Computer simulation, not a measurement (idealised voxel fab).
Process module, titled voxel transistor to metal
Cross-section cut: width 180 nm, square cells of 5 nm.
When this document writes out a cross-section, it uses a grid of square cells and lists it as bands, beginning at the top and moving down, with a band standing for one or more rows of cells. Top height, bottom height, nm. Materials left to right, width each, nm. Single material + "edge to edge" = fills band edge to edge. "air" = empty. Height datum 0, below which the as-received substrate wafer is one material. Lowest band open at the bottom, running downward: "top 0, no bottom". A two-number width, for instance "30 to 40", indicates that the width is equal to the first number in the top row of the band and to the second number in the bottom row, and that it changes by a constant amount per row of cells. For the purposes of this document, the phrase "nothing different" attached to a step denotes that no cell within the cross-section was modified by that step. If an empty space has no open way to the top and is at least 8 cells in size, "Enclosed void list" lists it, written width x height at distance, where distance is measured from the left edge and every value is in nm. What comes after the settings on a step's line is commentary from the simulator itself on that step. Steps that use a mask can have "overlay nm" on their line. It says how far the mask sat to the right of where it was meant to be. Negative means to the left.
Process steps (planned):
| 1 | RECEIVE,material Si |
| 2 | CONFORMAL_DEP,material SiO2,thk nm 5 |
| 3 | CONFORMAL_DEP,material SiN,thk nm 10 |
| 4 | MASKED_ETCH,tone cover,mask id ACTIVE,width nm 115,etch materials SiN,depth nm 10,overlay nm 0 |
| 5 | MASKED_ETCH,tone cover,mask id ACTIVE,width nm 115,etch materials SiO2,depth nm 5,overlay nm 0 |
| 6 | MASKED_ETCH,tone cover,mask id ACTIVE,width nm 115,etch materials Si,depth nm 30,overlay nm 0 |
| 7 | OXIDIZE,depth nm 5 |
| 8 | FILL_DEP,material SiO2,thk nm 10 |
| 9 | CMP,height nm 15 |
| 10 | SELECTIVE_ETCH,etch materials SiO2,depth nm 5 |
| 11 | STRIP,etch materials SiN |
| 12 | SELECTIVE_ETCH,etch materials SiO2,depth nm 5 |
| 13 | OXIDIZE,depth nm 5 |
| 14 | DIRECTIONAL_DEP,material polySi,thk nm 30 |
| 15 | DIRECTIONAL_DEP,material SiCN,thk nm 15 |
| 16 | MASKED_ETCH,tone cover,mask id GATE,width nm 25,etch materials SiCN,depth nm 25,overlay nm 0 |
| 17 | MASKED_ETCH,tone cover,mask id GATE,width nm 25,etch materials polySi,depth nm 40,overlay nm 0 |
| 18 | CONFORMAL_DEP,material SiO2,thk nm 5 |
| 19 | DIRECTIONAL_ETCH,etch materials SiO2,depth nm 5 |
| 20 | CONFORMAL_DEP,material SiN,thk nm 10 |
| 21 | DIRECTIONAL_ETCH,etch materials SiN,depth nm 10 |
| 22 | DIRECTIONAL_ETCH,etch materials SiO2,depth nm 5 |
| 23 | EPI,material SiGe,thk nm 5 |
| 24 | FILL_DEP,material SiO2,thk nm 5 |
| 25 | CMP,height nm 45 |
| 26 | DIRECTIONAL_DEP,material SiO2,thk nm 10 |
| 27 | PATTERN,tone open,mask id CONTACT,material resist,width nm 35,pitch nm 70,thk nm 15,overlay nm 0 |
| 28 | DIRECTIONAL_ETCH,etch materials SiO2,depth nm 55 |
| 29 | STRIP,etch materials resist |
| 30 | CONFORMAL_DEP,material TiN,thk nm 5 |
| 31 | FILL_DEP,material Ru,thk nm 10 |
| 32 | CMP,height nm 55 |
| 33 | CONFORMAL_DEP,material SiCN,thk nm 5 |
| 34 | DIRECTIONAL_DEP,material SiO2,thk nm 25 |
| 35 | PATTERN,tone open,mask id METAL_1,material resist,width nm 20,pitch nm 85,thk nm 15,overlay nm 0 |
| 36 | DIRECTIONAL_ETCH,etch materials SiO2,depth nm 25 |
| 37 | DIRECTIONAL_ETCH,etch materials SiCN,depth nm 5 |
| 38 | STRIP,etch materials resist |
| 39 | CONFORMAL_DEP,material TiN,thk nm 5 |
| 40 | FILL_DEP,material Ru,thk nm 5 |
| 41 | CMP,height nm 85 |
| 42 | CONFORMAL_DEP,material SiCN,thk nm 5 |
| 43 | DIRECTIONAL_DEP,material lowk,thk nm 30 |
| 44 | PATTERN,tone open,mask id METAL_2,material resist,width nm 20,pitch nm 85,thk nm 15,overlay nm 0 |
| 45 | DIRECTIONAL_ETCH,etch materials lowk,depth nm 15 |
| 46 | STRIP,etch materials resist |
| 47 | DIRECTIONAL_DEP,material aC,thk nm 10 |
| 48 | PATTERN,tone open,mask id METAL_2_HOLES,material resist,width nm 15,pitch nm 85,thk nm 25,overlay nm 0 |
| 49 | DIRECTIONAL_ETCH,etch materials aC,depth nm 10 |
| 50 | STRIP,etch materials resist |
| 51 | DIRECTIONAL_ETCH,etch materials lowk,depth nm 15 |
| 52 | DIRECTIONAL_ETCH,etch materials SiCN,depth nm 5 |
| 53 | STRIP,etch materials aC |
| 54 | CONFORMAL_DEP,material TiN,thk nm 5 |
| 55 | FILL_DEP,material Ru,thk nm 5 |
| 56 | CMP,height nm 120 |
| 57 | CONFORMAL_DEP,material SiCN,thk nm 5 |
Received-state cross-section, reflecting completion of step 1:
  top 0, no bottom = Si edge to edge
  Enclosed void list: none
Module complete, cross-section. Starting point and plan per above. One mistake made in running the module:
  top 125, bottom 120 = SiCN edge to edge
  top 120, bottom 110 = 35 nm lowk / 5 nm TiN / 10 nm Ru / 5 nm TiN / 65 nm lowk / 5 nm TiN / 10 nm Ru / 5 nm TiN / 40 nm lowk
  top 110, bottom 105 = 35 nm lowk / 5 nm TiN / 5 nm Ru / 10 nm TiN / 65 nm lowk / 5 nm TiN / 5 nm Ru / 10 nm TiN / 40 nm lowk
  top 105, bottom 90 = 35 nm lowk / 5 nm TiN / 5 nm Ru / 5 nm TiN / 70 nm lowk / 5 nm TiN / 5 nm Ru / 5 nm TiN / 45 nm lowk
  top 90, bottom 85 = 35 nm SiCN / 15 nm TiN / 70 nm SiCN / 15 nm TiN / 45 nm SiCN
  top 85, bottom 60 = 35 nm SiO2 / 5 nm TiN / 10 nm Ru / 5 nm TiN / 65 nm SiO2 / 5 nm TiN / 10 nm Ru / 5 nm TiN / 40 nm SiO2
  top 60, bottom 55 = 35 nm SiCN / 20 nm TiN / 65 nm SiCN / 20 nm TiN / 40 nm SiCN
  top 55, bottom 45 = 40 nm SiO2 / 5 nm TiN / 15 to 10 nm Ru / 5 to 10 nm TiN / 45 nm SiO2 / 5 to 10 nm TiN / 15 to 10 nm Ru / 5 nm TiN / 45 nm SiO2
  top 45, bottom 30 = 40 nm SiO2 / 5 nm TiN / 10 nm Ru / 5 nm TiN / 10 nm SiN / 5 nm SiO2 / 25 nm SiCN / 5 nm SiO2 / 10 nm SiN / 5 nm TiN / 10 nm Ru / 5 nm TiN / 45 nm SiO2
  top 30, bottom 5 = 40 nm SiO2 / 5 nm TiN / 10 nm Ru / 5 nm TiN / 10 nm SiN / 5 nm SiO2 / 25 nm polySi / 5 nm SiO2 / 10 nm SiN / 5 nm TiN / 10 nm Ru / 5 nm TiN / 45 nm SiO2
  top 5, bottom 0 = 30 nm SiO2 / 10 nm SiN / 20 nm TiN / 10 nm SiN / 5 nm SiO2 / 25 nm polySi / 5 nm SiO2 / 10 nm SiN / 20 nm TiN / 10 nm SiN / 35 nm SiO2
  top 0, bottom -5 = 40 nm SiO2 / 20 nm SiGe / 55 nm SiO2 / 20 nm SiGe / 45 nm SiO2
  top -5, bottom -35 = 35 nm SiO2 / 105 nm Si / 40 nm SiO2
  top -35, no bottom = Si edge to edge
  Enclosed void list: none
Want to know what went wrong? step 27 went in with a setting other than planned; the actual run was PATTERN,tone open,mask id CONTACT,material resist,width nm 25,pitch nm 70,thk nm 15,overlay nm 0
